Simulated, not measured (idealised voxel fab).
process module | voxel fin reveal
cross-section cut | 285 nm wide | cells 5 nm
A cross-section is a grid of square cells, given in bands from the top down. A band is one or more rows of cells.
Each band's line starts with the height of the band's top and of its bottom, in nm. Then come its materials from left to right, each with its width in nm. One material with "throughout" fills the band from edge to edge. "air" is empty space.
Height 0 is the level under which the wafer as received is all one material. The lowest band goes on downwards, as in "0 down".
A width such as "30 to 40" changes by the same amount from each row of cells to the next, from the band's top row to its bottom row.
"no change" after a step means that no cell of the cross-section changed.
closed voids: empty space of 8 cells or more with no open way to the top, each as width x height at its distance from the left edge, in nm
after a step's settings: what the simulator itself notes on the step
overlay nm, on a step with a mask: how far to the right of its planned place the mask lay; to the left if negative
plan
1 op RECEIVE | material Si
2 op CONFORMAL_DEP | material SiN | thk nm 5
3 op DIRECTIONAL_DEP | material aC | thk nm 10
4 op PATTERN | tone cover | mask id FINS | material resist | width nm 15 | pitch nm 45 | thk nm 30 | overlay nm 0
5 op DIRECTIONAL_ETCH | etch materials aC | depth nm 10
6 op STRIP | etch materials resist
7 op DIRECTIONAL_ETCH | etch materials SiN | depth nm 5
8 op DIRECTIONAL_ETCH | etch materials Si | depth nm 40
9 op STRIP | etch materials aC
10 op FILL_DEP | material SiO2 | thk nm 15
11 op CMP | height nm 5
12 op SELECTIVE_ETCH | etch materials SiO2 | depth nm 20
13 op STRIP | etch materials SiN
14 op CONFORMAL_DEP | material SiO2 | thk nm 5
first wafer, as planned
as received, after step 1
  0 down: Si throughout
  closed voids: none
after step 2
  5 to 0: SiN throughout
  below 0: unchanged
after step 3
  15 to 5: aC throughout
  below 5: unchanged
after step 4
  45 to 15: air 90 | resist 15 | air 30 | resist 15 | air 30 | resist 15 | air 90
  below 15: unchanged
after step 5
  35 to 15: air 90 | resist 15 | air 30 | resist 15 | air 30 | resist 15 | air 90
  15 to 5: air 90 | aC 15 | air 30 | aC 15 | air 30 | aC 15 | air 90
  below 5: unchanged
after step 6
  15 to 5: air 90 | aC 15 | air 30 | aC 15 | air 30 | aC 15 | air 90
  below 5: unchanged
after step 7
  15 to 5: air 90 | aC 15 | air 30 | aC 15 | air 30 | aC 15 | air 90
  5 to 0: air 90 | SiN 15 | air 30 | SiN 15 | air 30 | SiN 15 | air 90
  below 0: unchanged
after step 8
  15 to 5: air 90 | aC 15 | air 30 | aC 15 | air 30 | aC 15 | air 90
  5 to 0: air 90 | SiN 15 | air 30 | SiN 15 | air 30 | SiN 15 | air 90
  0 to -40: air 90 | Si 15 | air 30 | Si 15 | air 30 | Si 15 | air 90
  below -40: unchanged
after step 9
  5 to 0: air 90 | SiN 15 | air 30 | SiN 15 | air 30 | SiN 15 | air 90
  below 0: unchanged
after step 10
  20 to 5: SiO2 throughout
  5 to 0: SiO2 90 | SiN 15 | SiO2 30 | SiN 15 | SiO2 30 | SiN 15 | SiO2 90
  0 to -40: SiO2 90 | Si 15 | SiO2 30 | Si 15 | SiO2 30 | Si 15 | SiO2 90
  below -40: unchanged
after step 11
  5 to 0: SiO2 90 | SiN 15 | SiO2 30 | SiN 15 | SiO2 30 | SiN 15 | SiO2 90
  below 0: unchanged
after step 12
  5 to 0: air 90 | SiN 15 | air 30 | SiN 15 | air 30 | SiN 15 | air 90
  0 to -15: air 90 | Si 15 | air 30 | Si 15 | air 30 | Si 15 | air 90
  below -15: unchanged
after step 13
  0 to -15: air 90 | Si 15 | air 30 | Si 15 | air 30 | Si 15 | air 90
  below -15: unchanged
after step 14
  5 to 0: air 85 | SiO2 25 | air 20 | SiO2 25 | air 20 | SiO2 25 | air 85
  0 to -10: air 85 | SiO2 5 | Si 15 | SiO2 5 | air 20 | SiO2 5 | Si 15 | SiO2 5 | air 20 | SiO2 5 | Si 15 | SiO2 5 | air 85
  -10 to -40: SiO2 90 | Si 15 | SiO2 30 | Si 15 | SiO2 30 | Si 15 | SiO2 90
  below -40: unchanged
second wafer: like start, like plan, one mistake. Through step 11 it matches the first wafer
when step 12 should have ended
  5 to 0: air 90 | SiN 15 | air 30 | SiN 15 | air 30 | SiN 15 | air 90
  0 to -35: air 90 | Si 15 | air 30 | Si 15 | air 30 | Si 15 | air 90
  below -35: unchanged
when step 13 should have ended
  0 to -35: air 90 | Si 15 | air 30 | Si 15 | air 30 | Si 15 | air 90
  below -35: unchanged
when step 14 should have ended
  5 to 0: air 85 | SiO2 25 | air 20 | SiO2 25 | air 20 | SiO2 25 | air 85
  0 to -30: air 85 | SiO2 5 | Si 15 | SiO2 5 | air 20 | SiO2 5 | Si 15 | SiO2 5 | air 20 | SiO2 5 | Si 15 | SiO2 5 | air 85
  -30 to -40: SiO2 90 | Si 15 | SiO2 30 | Si 15 | SiO2 30 | Si 15 | SiO2 90
  below -40: unchanged
what went wrong: step 12 was run twice
at the end the second wafer has, in cells: 168 fewer of SiO2
